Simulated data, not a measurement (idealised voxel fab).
voxel transistor to metal: a process module
Section cut is 290 nm wide and gridded with 5 nm square cells.
Cross-section spec: square-cell grid; bands listed top down; each band is one or more rows.
Look at the band entry: it leads with the top's height and the bottom's height in nm. Then it lists the materials left to right, with a width in nm for each. The word "all across" on a single material says that material fills the band edge to edge. The word "air" is empty space.
A quick word on heights: they are counted from 0, and under that level the wafer as it came to us is one material throughout. The lowest band is different from the rest in having no bottom; it simply continues downward, written as in "0 and below".
Graded width ("30 to 40"): value in top row of band = first number; value in bottom row = second number; row-to-row change constant.
Any step labelled "nothing got changed" changed none of the cells in the cross-section.
Reported under the label "Closed cavities" are the empty spaces having no open way to the top and comprising 8 cells or more; the notation for each is width x height at distance, in which the distance is measured from the left edge and all three values are in nm.
That trailing text on a step's line, after the settings, is the simulator's own remark on the step.
overlay nm: right-of-plan distance of the mask on a masked step; negative values mean left-of-plan.

Planned process steps:
1: RECEIVE, material Si
2: CONFORMAL_DEP, material SiO2, thk nm 5
3: CONFORMAL_DEP, material SiN, thk nm 10
4: PATTERN, tone cover, mask id ACTIVE, material resist, width nm 105, pitch nm 130, thk nm 15, overlay nm 0
5: DIRECTIONAL_ETCH, etch materials SiN, depth nm 10
6: DIRECTIONAL_ETCH, etch materials SiO2, depth nm 5
7: DIRECTIONAL_ETCH, etch materials Si, depth nm 20
8: STRIP, etch materials resist
9: FILL_DEP, material SiO2, thk nm 10
10: CMP, height nm 15
11: SELECTIVE_ETCH, etch materials SiO2, depth nm 10
12: STRIP, etch materials SiN
13: SELECTIVE_ETCH, etch materials SiO2, depth nm 5
14: OXIDIZE, depth nm 5
15: DIRECTIONAL_DEP, material polySi, thk nm 20
16: DIRECTIONAL_DEP, material SiCN, thk nm 15
17: DIRECTIONAL_DEP, material aC, thk nm 10
18: PATTERN, tone cover, mask id GATE, material resist, width nm 25, pitch nm 130, thk nm 30, overlay nm 0
19: DIRECTIONAL_ETCH, etch materials aC, depth nm 10
20: STRIP, etch materials resist
21: DIRECTIONAL_ETCH, etch materials SiCN, depth nm 25
22: DIRECTIONAL_ETCH, etch materials polySi, depth nm 30
23: STRIP, etch materials aC
24: CONFORMAL_DEP, material SiO2, thk nm 5
25: DIRECTIONAL_ETCH, etch materials SiO2, depth nm 5
26: CONFORMAL_DEP, material SiN, thk nm 5
27: DIRECTIONAL_ETCH, etch materials SiN, depth nm 5
28: DIRECTIONAL_ETCH, etch materials SiO2, depth nm 5
29: EPI, material SiGe, thk nm 5
30: FILL_DEP, material SiO2, thk nm 10
31: CMP, height nm 20
32: STRIP, etch materials polySi
33: SELECTIVE_ETCH, etch materials SiO2, depth nm 5
34: CONFORMAL_DEP, material HfO2, thk nm 5
35: CONFORMAL_DEP, material TiN, thk nm 5
36: FILL_DEP, material W, thk nm 10
37: CMP, height nm 15
38: DIRECTIONAL_DEP, material SiO2, thk nm 10
39: DIRECTIONAL_DEP, material aC, thk nm 15
40: PATTERN, tone open, mask id CONTACT, material resist, width nm 15, thk nm 30, overlay nm 0
41: DIRECTIONAL_ETCH, etch materials aC, depth nm 15
42: STRIP, etch materials resist
43: DIRECTIONAL_ETCH, etch materials SiO2, depth nm 25
44: STRIP, etch materials aC
45: CONFORMAL_DEP, material TiN, thk nm 5
46: FILL_DEP, material Ru, thk nm 10
47: CMP, height nm 25
48: CONFORMAL_DEP, material SiN, thk nm 5
49: DIRECTIONAL_DEP, material SiO2, thk nm 20
50: MASKED_ETCH, tone open, mask id METAL_1, width nm 15, etch materials SiO2, depth nm 20, overlay nm 0
51: MASKED_ETCH, tone open, mask id METAL_1, width nm 15, etch materials SiN, depth nm 5, overlay nm 0
52: CONFORMAL_DEP, material TiN, thk nm 5
53: FILL_DEP, material Cu, thk nm 10
54: CMP, height nm 50
55: CONFORMAL_DEP, material SiCN, thk nm 5
56: DIRECTIONAL_DEP, material lowk, thk nm 25
57: MASKED_ETCH, tone open, mask id METAL_2, width nm 15, pitch nm 130, etch materials lowk, depth nm 15, overlay nm 0
58: MASKED_ETCH, tone open, mask id METAL_2_HOLES, width nm 15, pitch nm 130, etch materials lowk, depth nm 10, overlay nm 0
59: MASKED_ETCH, tone open, mask id METAL_2_HOLES, width nm 15, pitch nm 130, etch materials SiCN, depth nm 5, overlay nm 0
60: CONFORMAL_DEP, material TiN, thk nm 5
61: FILL_DEP, material Cu, thk nm 10
62: CMP, height nm 80
63: CONFORMAL_DEP, material SiCN, thk nm 5

First wafer of two (run as planned):

Shown in cross-section is the wafer as received, that is, as it stands after step 1:
* 0 and below  Si all across
* Closed cavities: none

Wafer after step 2 (cross-section):
* 5 down to 0  SiO2 all across
* At heights below 0, the structure remains unaltered.

Wafer after step 3 (cross-section):
* 15 down to 5  SiN all across
* At heights below 5, the structure remains unaltered.

Wafer after step 4 (cross-section):
* 30 down to 15  air=25  resist=105  air=25  resist=105  air=30
* At heights below 15, the structure remains unaltered.

Wafer after step 5 (cross-section):
* 30 down to 15  air=25  resist=105  air=25  resist=105  air=30
* 15 down to 5  air=25  SiN=105  air=25  SiN=105  air=30
* At heights below 5, the structure remains unaltered.

Wafer after step 6 (cross-section):
* 30 down to 15  air=25  resist=105  air=25  resist=105  air=30
* 15 down to 5  air=25  SiN=105  air=25  SiN=105  air=30
* 5 down to 0  air=25  SiO2=105  air=25  SiO2=105  air=30
* At heights below 0, the structure remains unaltered.

Wafer after step 7 (cross-section):
* 30 down to 15  air=25  resist=105  air=25  resist=105  air=30
* 15 down to 5  air=25  SiN=105  air=25  SiN=105  air=30
* 5 down to 0  air=25  SiO2=105  air=25  SiO2=105  air=30
* 0 down to -20  air=25  Si=105  air=25  Si=105  air=30
* At heights below -20, the structure remains unaltered.

Wafer after step 8 (cross-section):
* 15 down to 5  air=25  SiN=105  air=25  SiN=105  air=30
* At heights below 5, the structure remains unaltered.

Wafer after step 9 (cross-section):
* 25 down to 15  SiO2 all across
* 15 down to 5  SiO2=25  SiN=105  SiO2=25  SiN=105  SiO2=30
* 5 down to 0  SiO2 all across
* 0 down to -20  SiO2=25  Si=105  SiO2=25  Si=105  SiO2=30
* At heights below -20, the structure remains unaltered.

Wafer after step 10 (cross-section):
* 15 down to 5  SiO2=25  SiN=105  SiO2=25  SiN=105  SiO2=30
* At heights below 5, the structure remains unaltered.

Wafer after step 11 (cross-section):
* 15 down to 5  air=25  SiN=105  air=25  SiN=105  air=30
* At heights below 5, the structure remains unaltered.

Wafer after step 12 (cross-section):
* 5 down to 0  SiO2 all across
* At heights below 0, the structure remains unaltered.

Wafer after step 13 (cross-section):
* 0 down to -20  SiO2=25  Si=105  SiO2=25  Si=105  SiO2=30
* At heights below -20, the structure remains unaltered.

Wafer after step 14 (cross-section):
* 0 down to -5  SiO2 all across
* At heights below -5, the structure remains unaltered.

Wafer after step 15 (cross-section):
* 20 down to 0  polySi all across
* At heights below 0, the structure remains unaltered.

Wafer after step 16 (cross-section):
* 35 down to 20  SiCN all across
* At heights below 20, the structure remains unaltered.

Wafer after step 17 (cross-section):
* 45 down to 35  aC all across
* At heights below 35, the structure remains unaltered.

Wafer after step 18 (cross-section):
* 75 down to 45  air=65  resist=25  air=105  resist=25  air=70
* At heights below 45, the structure remains unaltered.

Wafer after step 19 (cross-section):
* 65 down to 45  air=65  resist=25  air=105  resist=25  air=70
* 45 down to 35  air=65  aC=25  air=105  aC=25  air=70
* At heights below 35, the structure remains unaltered.

Wafer after step 20 (cross-section):
* 45 down to 35  air=65  aC=25  air=105  aC=25  air=70
* At heights below 35, the structure remains unaltered.

Wafer after step 21 (cross-section):
* 45 down to 35  air=65  aC=25  air=105  aC=25  air=70
* 35 down to 20  air=65  SiCN=25  air=105  SiCN=25  air=70
* At heights below 20, the structure remains unaltered.

Wafer after step 22 (cross-section):
* 45 down to 35  air=65  aC=25  air=105  aC=25  air=70
* 35 down to 20  air=65  SiCN=25  air=105  SiCN=25  air=70
* 20 down to 0  air=65  polySi=25  air=105  polySi=25  air=70
* At heights below 0, the structure remains unaltered.

Wafer after step 23 (cross-section):
* 35 down to 20  air=65  SiCN=25  air=105  SiCN=25  air=70
* At heights below 20, the structure remains unaltered.

Wafer after step 24 (cross-section):
* 40 down to 35  air=60  SiO2=35  air=95  SiO2=35  air=65
* 35 down to 20  air=60  SiO2=5  SiCN=25  SiO2=5  air=95  SiO2=5  SiCN=25  SiO2=5  air=65
* 20 down to 5  air=60  SiO2=5  polySi=25  SiO2=5  air=95  SiO2=5  polySi=25  SiO2=5  air=65
* 5 down to 0  SiO2=65  polySi=25  SiO2=105  polySi=25  SiO2=70
* At heights below 0, the structure remains unaltered.

Wafer after step 25 (cross-section):
* 35 down to 20  air=60  SiO2=5  SiCN=25  SiO2=5  air=95  SiO2=5  SiCN=25  SiO2=5  air=65
* 20 down to 0  air=60  SiO2=5  polySi=25  SiO2=5  air=95  SiO2=5  polySi=25  SiO2=5  air=65
* At heights below 0, the structure remains unaltered.

Wafer after step 26 (cross-section):
* 40 down to 35  air=55  SiN=45  air=85  SiN=45  air=60
* 35 down to 20  air=55  SiN=5  SiO2=5  SiCN=25  SiO2=5  SiN=5  air=85  SiN=5  SiO2=5  SiCN=25  SiO2=5  SiN=5  air=60
* 20 down to 5  air=55  SiN=5  SiO2=5  polySi=25  SiO2=5  SiN=5  air=85  SiN=5  SiO2=5  polySi=25  SiO2=5  SiN=5  air=60
* 5 down to 0  SiN=60  SiO2=5  polySi=25  SiO2=5  SiN=95  SiO2=5  polySi=25  SiO2=5  SiN=65
* At heights below 0, the structure remains unaltered.

Wafer after step 27 (cross-section):
* 35 down to 20  air=55  SiN=5  SiO2=5  SiCN=25  SiO2=5  SiN=5  air=85  SiN=5  SiO2=5  SiCN=25  SiO2=5  SiN=5  air=60
* 20 down to 0  air=55  SiN=5  SiO2=5  polySi=25  SiO2=5  SiN=5  air=85  SiN=5  SiO2=5  polySi=25  SiO2=5  SiN=5  air=60
* At heights below 0, the structure remains unaltered.

Wafer after step 28 (cross-section):
* 35 down to 30  air=55  SiN=5  air=5  SiCN=25  air=5  SiN=5  air=85  SiN=5  air=5  SiCN=25  air=5  SiN=5  air=60
* 30 down to 20  air=55  SiN=5  SiO2=5  SiCN=25  SiO2=5  SiN=5  air=85  SiN=5  SiO2=5  SiCN=25  SiO2=5  SiN=5  air=60
* 20 down to 0  air=55  SiN=5  SiO2=5  polySi=25  SiO2=5  SiN=5  air=85  SiN=5  SiO2=5  polySi=25  SiO2=5  SiN=5  air=60
* 0 down to -5  air=55  SiO2=45  air=85  SiO2=45  air=60
* At heights below -5, the structure remains unaltered.

Wafer after step 29 (cross-section):
* 35 down to 30  air=55  SiN=5  air=5  SiCN=25  air=5  SiN=5  air=85  SiN=5  air=5  SiCN=25  air=5  SiN=5  air=60
* 30 down to 20  air=55  SiN=5  SiO2=5  SiCN=25  SiO2=5  SiN=5  air=85  SiN=5  SiO2=5  SiCN=25  SiO2=5  SiN=5  air=60
* 20 down to 0  air=55  SiN=5  SiO2=5  polySi=25  SiO2=5  SiN=5  air=85  SiN=5  SiO2=5  polySi=25  SiO2=5  SiN=5  air=60
* 0 down to -5  air=20  SiGe=35  SiO2=45  SiGe=35  air=15  SiGe=35  SiO2=45  SiGe=35  air=25
* At heights below -5, the structure remains unaltered.

Wafer after step 30 (cross-section):
* 45 down to 35  SiO2 all across
* 35 down to 20  SiO2=55  SiN=5  SiO2=5  SiCN=25  SiO2=5  SiN=5  SiO2=85  SiN=5  SiO2=5  SiCN=25  SiO2=5  SiN=5  SiO2=60
* 20 down to 0  SiO2=55  SiN=5  SiO2=5  polySi=25  SiO2=5  SiN=5  SiO2=85  SiN=5  SiO2=5  polySi=25  SiO2=5  SiN=5  SiO2=60
* 0 down to -5  SiO2=20  SiGe=35  SiO2=45  SiGe=35  SiO2=15  SiGe=35  SiO2=45  SiGe=35  SiO2=25
* At heights below -5, the structure remains unaltered.

Wafer after step 31 (cross-section):
* 20 down to 0  SiO2=55  SiN=5  SiO2=5  polySi=25  SiO2=5  SiN=5  SiO2=85  SiN=5  SiO2=5  polySi=25  SiO2=5  SiN=5  SiO2=60
* At heights below 0, the structure remains unaltered.

Wafer after step 32 (cross-section):
* 20 down to 0  SiO2=55  SiN=5  SiO2=5  air=25  SiO2=5  SiN=5  SiO2=85  SiN=5  SiO2=5  air=25  SiO2=5  SiN=5  SiO2=60
* At heights below 0, the structure remains unaltered.

Wafer after step 33 (cross-section):
* 20 down to 15  air=55  SiN=5  air=35  SiN=5  air=85  SiN=5  air=35  SiN=5  air=60
* 15 down to 0  SiO2=55  SiN=5  air=35  SiN=5  SiO2=85  SiN=5  air=35  SiN=5  SiO2=60
* 0 down to -5  SiO2=20  SiGe=35  SiO2=5  air=35  SiO2=5  SiGe=35  SiO2=15  SiGe=35  SiO2=5  air=35  SiO2=5  SiGe=35  SiO2=25
* At heights below -5, the structure remains unaltered.

Wafer after step 34 (cross-section):
* 25 down to 20  air=50  HfO2=15  air=25  HfO2=15  air=75  HfO2=15  air=25  HfO2=15  air=55
* 20 down to 15  HfO2=55  SiN=5  HfO2=5  air=25  HfO2=5  SiN=5  HfO2=85  SiN=5  HfO2=5  air=25  HfO2=5  SiN=5  HfO2=60
* 15 down to 0  SiO2=55  SiN=5  HfO2=5  air=25  HfO2=5  SiN=5  SiO2=85  SiN=5  HfO2=5  air=25  HfO2=5  SiN=5  SiO2=60
* 0 down to -5  SiO2=20  SiGe=35  SiO2=5  HfO2=35  SiO2=5  SiGe=35  SiO2=15  SiGe=35  SiO2=5  HfO2=35  SiO2=5  SiGe=35  SiO2=25
* At heights below -5, the structure remains unaltered.

Wafer after step 35 (cross-section):
* 30 down to 25  air=45  TiN=25  air=15  TiN=25  air=65  TiN=25  air=15  TiN=25  air=50
* 25 down to 20  TiN=50  HfO2=15  TiN=5  air=15  TiN=5  HfO2=15  TiN=75  HfO2=15  TiN=5  air=15  TiN=5  HfO2=15  TiN=55
* 20 down to 15  HfO2=55  SiN=5  HfO2=5  TiN=5  air=15  TiN=5  HfO2=5  SiN=5  HfO2=85  SiN=5  HfO2=5  TiN=5  air=15  TiN=5  HfO2=5  SiN=5  HfO2=60
* 15 down to 5  SiO2=55  SiN=5  HfO2=5  TiN=5  air=15  TiN=5  HfO2=5  SiN=5  SiO2=85  SiN=5  HfO2=5  TiN=5  air=15  TiN=5  HfO2=5  SiN=5  SiO2=60
* 5 down to 0  SiO2=55  SiN=5  HfO2=5  TiN=25  HfO2=5  SiN=5  SiO2=85  SiN=5  HfO2=5  TiN=25  HfO2=5  SiN=5  SiO2=60
* At heights below 0, the structure remains unaltered.

Wafer after step 36 (cross-section):
* 40 down to 30  W all across
* 30 down to 25  W=45  TiN=25  W=15  TiN=25  W=65  TiN=25  W=15  TiN=25  W=50
* 25 down to 20  TiN=50  HfO2=15  TiN=5  W=15  TiN=5  HfO2=15  TiN=75  HfO2=15  TiN=5  W=15  TiN=5  HfO2=15  TiN=55
* 20 down to 15  HfO2=55  SiN=5  HfO2=5  TiN=5  W=15  TiN=5  HfO2=5  SiN=5  HfO2=85  SiN=5  HfO2=5  TiN=5  W=15  TiN=5  HfO2=5  SiN=5  HfO2=60
* 15 down to 5  SiO2=55  SiN=5  HfO2=5  TiN=5  W=15  TiN=5  HfO2=5  SiN=5  SiO2=85  SiN=5  HfO2=5  TiN=5  W=15  TiN=5  HfO2=5  SiN=5  SiO2=60
* At heights below 5, the structure remains unaltered.

Wafer after step 37 (cross-section):
* 15 down to 5  SiO2=55  SiN=5  HfO2=5  TiN=5  W=15  TiN=5  HfO2=5  SiN=5  SiO2=85  SiN=5  HfO2=5  TiN=5  W=15  TiN=5  HfO2=5  SiN=5  SiO2=60
* At heights below 5, the structure remains unaltered.

Wafer after step 38 (cross-section):
* 25 down to 15  SiO2 all across
* At heights below 15, the structure remains unaltered.

Wafer after step 39 (cross-section):
* 40 down to 25  aC all across
* At heights below 25, the structure remains unaltered.

Wafer after step 40 (cross-section):
* 70 down to 40  resist=35  air=15  resist=55  air=15  resist=45  air=15  resist=55  air=15  resist=40
* At heights below 40, the structure remains unaltered.

Wafer after step 41 (cross-section):
* 55 down to 40  resist=35  air=15  resist=55  air=15  resist=45  air=15  resist=55  air=15  resist=40
* 40 down to 25  aC=35  air=15  aC=55  air=15  aC=45  air=15  aC=55  air=15  aC=40
* At heights below 25, the structure remains unaltered.

Wafer after step 42 (cross-section):
* 40 down to 25  aC=35  air=15  aC=55  air=15  aC=45  air=15  aC=55  air=15  aC=40
* At heights below 25, the structure remains unaltered.

Wafer after step 43 (cross-section):
* 40 down to 25  aC=35  air=15  aC=55  air=15  aC=45  air=15  aC=55  air=15  aC=40
* 25 down to 15  SiO2=35  air=15  SiO2=55  air=15  SiO2=45  air=15  SiO2=55  air=15  SiO2=40
* 15 down to 5  SiO2=35  air=15  SiO2=5  SiN=5  HfO2=5  TiN=5  W=15  TiN=5  HfO2=5  SiN=5  SiO2=5  air=15  SiO2=45  air=15  SiO2=5  SiN=5  HfO2=5  TiN=5  W=15  TiN=5  HfO2=5  SiN=5  SiO2=5  air=15  SiO2=40
* 5 down to 0  SiO2=35  air=15  SiO2=5  SiN=5  HfO2=5  TiN=25  HfO2=5  SiN=5  SiO2=5  air=15  SiO2=45  air=15  SiO2=5  SiN=5  HfO2=5  TiN=25  HfO2=5  SiN=5  SiO2=5  air=15  SiO2=40
* At heights below 0, the structure remains unaltered.

Wafer after step 44 (cross-section):
* 25 down to 15  SiO2=35  air=15  SiO2=55  air=15  SiO2=45  air=15  SiO2=55  air=15  SiO2=40
* At heights below 15, the structure remains unaltered.

Wafer after step 45 (cross-section):
* 30 down to 25  TiN=40  air=5  TiN=65  air=5  TiN=55  air=5  TiN=65  air=5  TiN=45
* 25 down to 15  SiO2=35  TiN=5  air=5  TiN=5  SiO2=55  TiN=5  air=5  TiN=5  SiO2=45  TiN=5  air=5  TiN=5  SiO2=55  TiN=5  air=5  TiN=5  SiO2=40
* 15 down to 5  SiO2=35  TiN=5  air=5  TiN=5  SiO2=5  SiN=5  HfO2=5  TiN=5  W=15  TiN=5  HfO2=5  SiN=5  SiO2=5  TiN=5  air=5  TiN=5  SiO2=45  TiN=5  air=5  TiN=5  SiO2=5  SiN=5  HfO2=5  TiN=5  W=15  TiN=5  HfO2=5  SiN=5  SiO2=5  TiN=5  air=5  TiN=5  SiO2=40
* 5 down to 0  SiO2=35  TiN=15  SiO2=5  SiN=5  HfO2=5  TiN=25  HfO2=5  SiN=5  SiO2=5  TiN=15  SiO2=45  TiN=15  SiO2=5  SiN=5  HfO2=5  TiN=25  HfO2=5  SiN=5  SiO2=5  TiN=15  SiO2=40
* At heights below 0, the structure remains unaltered.

Wafer after step 46 (cross-section):
* 40 down to 30  Ru all across
* 30 down to 25  TiN=40  Ru=5  TiN=65  Ru=5  TiN=55  Ru=5  TiN=65  Ru=5  TiN=45
* 25 down to 15  SiO2=35  TiN=5  Ru=5  TiN=5  SiO2=55  TiN=5  Ru=5  TiN=5  SiO2=45  TiN=5  Ru=5  TiN=5  SiO2=55  TiN=5  Ru=5  TiN=5  SiO2=40
* 15 down to 5  SiO2=35  TiN=5  Ru=5  TiN=5  SiO2=5  SiN=5  HfO2=5  TiN=5  W=15  TiN=5  HfO2=5  SiN=5  SiO2=5  TiN=5  Ru=5  TiN=5  SiO2=45  TiN=5  Ru=5  TiN=5  SiO2=5  SiN=5  HfO2=5  TiN=5  W=15  TiN=5  HfO2=5  SiN=5  SiO2=5  TiN=5  Ru=5  TiN=5  SiO2=40
* At heights below 5, the structure remains unaltered.

Wafer after step 47 (cross-section):
* 25 down to 15  SiO2=35  TiN=5  Ru=5  TiN=5  SiO2=55  TiN=5  Ru=5  TiN=5  SiO2=45  TiN=5  Ru=5  TiN=5  SiO2=55  TiN=5  Ru=5  TiN=5  SiO2=40
* At heights below 15, the structure remains unaltered.

Wafer after step 48 (cross-section):
* 30 down to 25  SiN all across
* At heights below 25, the structure remains unaltered.

Wafer after step 49 (cross-section):
* 50 down to 30  SiO2 all across
* At heights below 30, the structure remains unaltered.

Wafer after step 50 (cross-section):
* 50 down to 30  SiO2=35  air=15  SiO2=55  air=15  SiO2=45  air=15  SiO2=55  air=15  SiO2=40
* At heights below 30, the structure remains unaltered.

Wafer after step 51 (cross-section):
* 50 down to 30  SiO2=35  air=15  SiO2=55  air=15  SiO2=45  air=15  SiO2=55  air=15  SiO2=40
* 30 down to 25  SiN=35  air=15  SiN=55  air=15  SiN=45  air=15  SiN=55  air=15  SiN=40
* At heights below 25, the structure remains unaltered.

Wafer after step 52 (cross-section):
* 55 down to 50  TiN=40  air=5  TiN=65  air=5  TiN=55  air=5  TiN=65  air=5  TiN=45
* 50 down to 30  SiO2=35  TiN=5  air=5  TiN=5  SiO2=55  TiN=5  air=5  TiN=5  SiO2=45  TiN=5  air=5  TiN=5  SiO2=55  TiN=5  air=5  TiN=5  SiO2=40
* 30 down to 25  SiN=35  TiN=15  SiN=55  TiN=15  SiN=45  TiN=15  SiN=55  TiN=15  SiN=40
* At heights below 25, the structure remains unaltered.

Wafer after step 53 (cross-section):
* 65 down to 55  Cu all across
* 55 down to 50  TiN=40  Cu=5  TiN=65  Cu=5  TiN=55  Cu=5  TiN=65  Cu=5  TiN=45
* 50 down to 30  SiO2=35  TiN=5  Cu=5  TiN=5  SiO2=55  TiN=5  Cu=5  TiN=5  SiO2=45  TiN=5  Cu=5  TiN=5  SiO2=55  TiN=5  Cu=5  TiN=5  SiO2=40
* At heights below 30, the structure remains unaltered.

Wafer after step 54 (cross-section):
* 50 down to 30  SiO2=35  TiN=5  Cu=5  TiN=5  SiO2=55  TiN=5  Cu=5  TiN=5  SiO2=45  TiN=5  Cu=5  TiN=5  SiO2=55  TiN=5  Cu=5  TiN=5  SiO2=40
* At heights below 30, the structure remains unaltered.

Wafer after step 55 (cross-section):
* 55 down to 50  SiCN all across
* At heights below 50, the structure remains unaltered.

Wafer after step 56 (cross-section):
* 80 down to 55  lowk all across
* At heights below 55, the structure remains unaltered.

Wafer after step 57 (cross-section):
* 80 down to 65  lowk=35  air=15  lowk=115  air=15  lowk=110
* At heights below 65, the structure remains unaltered.

Wafer after step 58 (cross-section):
* 80 down to 55  lowk=35  air=15  lowk=115  air=15  lowk=110
* At heights below 55, the structure remains unaltered.

Wafer after step 59 (cross-section):
* 80 down to 55  lowk=35  air=15  lowk=115  air=15  lowk=110
* 55 down to 50  SiCN=35  air=15  SiCN=115  air=15  SiCN=110
* At heights below 50, the structure remains unaltered.

Wafer after step 60 (cross-section):
* 85 down to 80  TiN=40  air=5  TiN=125  air=5  TiN=115
* 80 down to 55  lowk=35  TiN=5  air=5  TiN=5  lowk=115  TiN=5  air=5  TiN=5  lowk=110
* 55 down to 50  SiCN=35  TiN=15  SiCN=115  TiN=15  SiCN=110
* At heights below 50, the structure remains unaltered.

Wafer after step 61 (cross-section):
* 95 down to 85  Cu all across
* 85 down to 80  TiN=40  Cu=5  TiN=125  Cu=5  TiN=115
* 80 down to 55  lowk=35  TiN=5  Cu=5  TiN=5  lowk=115  TiN=5  Cu=5  TiN=5  lowk=110
* At heights below 55, the structure remains unaltered.

Wafer after step 62 (cross-section):
* 80 down to 55  lowk=35  TiN=5  Cu=5  TiN=5  lowk=115  TiN=5  Cu=5  TiN=5  lowk=110
* At heights below 55, the structure remains unaltered.

Wafer after step 63 (cross-section):
* 85 down to 80  SiCN all across
* At heights below 80, the structure remains unaltered.

Regarding the second of the two wafers: it shared the first wafer's starting condition and process plan, yet one error occurred during its execution. Its history coincides with that of the first wafer up to and including step 49:

Cross-section of the second wafer corresponding to the planned conclusion of step 50:
* 50 down to 30  SiO2=35  air=20  SiO2=50  air=20  SiO2=40  air=20  SiO2=50  air=20  SiO2=35
* At heights below 30, the structure remains unaltered.

Cross-section of the second wafer corresponding to the planned conclusion of step 51:
* 50 down to 30  SiO2=35  air=20  SiO2=50  air=20  SiO2=40  air=20  SiO2=50  air=20  SiO2=35
* 30 down to 25  SiN=35  air=15  SiN=55  air=15  SiN=45  air=15  SiN=55  air=15  SiN=40
* At heights below 25, the structure remains unaltered.

Cross-section of the second wafer corresponding to the planned conclusion of step 52:
* 55 down to 50  TiN=40  air=10  TiN=60  air=10  TiN=50  air=10  TiN=60  air=10  TiN=40
* 50 down to 35  SiO2=35  TiN=5  air=10  TiN=5  SiO2=50  TiN=5  air=10  TiN=5  SiO2=40  TiN=5  air=10  TiN=5  SiO2=50  TiN=5  air=10  TiN=5  SiO2=35
* 35 down to 30  SiO2=35  TiN=5  air=5  TiN=10  SiO2=50  TiN=5  air=5  TiN=10  SiO2=40  TiN=5  air=5  TiN=10  SiO2=50  TiN=5  air=5  TiN=10  SiO2=35
* 30 down to 25  SiN=35  TiN=15  SiN=55  TiN=15  SiN=45  TiN=15  SiN=55  TiN=15  SiN=40
* At heights below 25, the structure remains unaltered.

Cross-section of the second wafer corresponding to the planned conclusion of step 53:
* 65 down to 55  Cu all across
* 55 down to 50  TiN=40  Cu=10  TiN=60  Cu=10  TiN=50  Cu=10  TiN=60  Cu=10  TiN=40
* 50 down to 35  SiO2=35  TiN=5  Cu=10  TiN=5  SiO2=50  TiN=5  Cu=10  TiN=5  SiO2=40  TiN=5  Cu=10  TiN=5  SiO2=50  TiN=5  Cu=10  TiN=5  SiO2=35
* 35 down to 30  SiO2=35  TiN=5  Cu=5  TiN=10  SiO2=50  TiN=5  Cu=5  TiN=10  SiO2=40  TiN=5  Cu=5  TiN=10  SiO2=50  TiN=5  Cu=5  TiN=10  SiO2=35
* At heights below 30, the structure remains unaltered.

Cross-section of the second wafer corresponding to the planned conclusion of step 54:
* 50 down to 35  SiO2=35  TiN=5  Cu=10  TiN=5  SiO2=50  TiN=5  Cu=10  TiN=5  SiO2=40  TiN=5  Cu=10  TiN=5  SiO2=50  TiN=5  Cu=10  TiN=5  SiO2=35
* At heights below 35, the structure remains unaltered.

Cross-section of the second wafer corresponding to the planned conclusion of step 55:
* 55 down to 50  SiCN all across
* At heights below 50, the structure remains unaltered.

Cross-section of the second wafer corresponding to the planned conclusion of step 56:
* 80 down to 55  lowk all across
* At heights below 55, the structure remains unaltered.

Cross-section of the second wafer corresponding to the planned conclusion of step 57:
* 80 down to 65  lowk=35  air=15  lowk=115  air=15  lowk=110
* At heights below 65, the structure remains unaltered.

Cross-section of the second wafer corresponding to the planned conclusion of step 58:
* 80 down to 55  lowk=35  air=15  lowk=115  air=15  lowk=110
* At heights below 55, the structure remains unaltered.

Cross-section of the second wafer corresponding to the planned conclusion of step 59:
* 80 down to 55  lowk=35  air=15  lowk=115  air=15  lowk=110
* 55 down to 50  SiCN=35  air=15  SiCN=115  air=15  SiCN=110
* At heights below 50, the structure remains unaltered.

Cross-section of the second wafer corresponding to the planned conclusion of step 60:
* 85 down to 80  TiN=40  air=5  TiN=125  air=5  TiN=115
* 80 down to 55  lowk=35  TiN=5  air=5  TiN=5  lowk=115  TiN=5  air=5  TiN=5  lowk=110
* 55 down to 50  SiCN=35  TiN=15  SiCN=115  TiN=15  SiCN=110
* At heights below 50, the structure remains unaltered.

Cross-section of the second wafer corresponding to the planned conclusion of step 61:
* 95 down to 85  Cu all across
* 85 down to 80  TiN=40  Cu=5  TiN=125  Cu=5  TiN=115
* 80 down to 55  lowk=35  TiN=5  Cu=5  TiN=5  lowk=115  TiN=5  Cu=5  TiN=5  lowk=110
* At heights below 55, the structure remains unaltered.

Cross-section of the second wafer corresponding to the planned conclusion of step 62:
* 80 down to 55  lowk=35  TiN=5  Cu=5  TiN=5  lowk=115  TiN=5  Cu=5  TiN=5  lowk=110
* At heights below 55, the structure remains unaltered.

Cross-section of the second wafer corresponding to the planned conclusion of step 63:
* 85 down to 80  SiCN all across
* At heights below 80, the structure remains unaltered.
The mistake made against the process plan was this: contrary to plan, step 50 was performed as MASKED_ETCH, tone open, mask id METAL_1, width nm 20, etch materials SiO2, depth nm 20, overlay nm 0
Final cells, second wafer relative to first, materials higher or lower: Cu: 12 more; SiO2: 16 fewer; TiN: 4 more
